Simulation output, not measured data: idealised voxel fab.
You're looking at the process module voxel spacer lines.
175 nm wide, 5 nm square cells: that's cross-section cut.
In this document a cross-section is written as a grid of square cells. It is given as a series of bands, listed from the top down, and a band is one or more rows of cells. Read a band's entry like this: the first values are the height of its top and the height of its bottom in nm, and what follows is the sequence of materials from left to right, each with its width in nm. Note that "air" is empty space, and that a single material marked "throughout" reaches across the band from edge to edge. Heights are measured from 0, the level below which the as-received wafer is all one material; the lowest band has no bottom and continues downward, written as in "0 -> down". Per-row width for "30..40": begins at first number (top row of band), ends at second number (bottom row), increment between rows held constant. When a step is marked "all unchanged", none of the cells in the cross-section changed during that step. Listed in "Sealed cavities": every empty space of 8 or more cells without an open way to the top. Form: width x height at distance, the distance being from the left edge, all in nm. Heads up: the bit after the settings on a step's line is the simulator's remark on that step. overlay nm: on a step with a mask, how far right of its planned place the mask lay; negative means left.

**Here's what the planned process steps look like**
step 1: RECEIVE,material Si
step 2: CONFORMAL_DEP,material Al2O3,thk nm 5
step 3: DIRECTIONAL_DEP,material SiN,thk nm 10
step 4: DIRECTIONAL_DEP,material polySi,thk nm 30
step 5: PATTERN,tone cover,mask id MANDREL,material resist,width nm 15,pitch nm 50,thk nm 35,overlay nm 0
step 6: DIRECTIONAL_ETCH,etch materials polySi,depth nm 30
step 7: STRIP,etch materials resist
step 8: CONFORMAL_DEP,material SiO2,thk nm 10
step 9: DIRECTIONAL_ETCH,etch materials SiO2,depth nm 10
step 10: STRIP,etch materials polySi
step 11: DIRECTIONAL_ETCH,etch materials SiN,depth nm 10
step 12: STRIP,etch materials SiO2
step 13: FILL_DEP,material SiO2,thk nm 5
step 14: CMP,height nm 15

**Here's what the wafer looked like in cross-section when it arrived - that's after step 1**
  0 -> down | Si throughout
  Sealed cavities: none

**This is how the wafer looks in cross-section once the module is done, given the starting state and plan above and one mistake in carrying the plan out**
  15 -> 5 | SiO2: 50, then SiN: 10, then SiO2: 15, then SiN: 10, then SiO2: 15, then SiN: 10, then SiO2: 15, then SiN: 10, then SiO2: 40
  5 -> 0 | Al2O3 throughout
  0 -> down | Si throughout
  Sealed cavities: none
Plan not followed: off-plan run, step 5, actual operation and settings PATTERN,tone cover,mask id MANDREL,material resist,width nm 15,pitch nm 50,thk nm 35,overlay nm 5
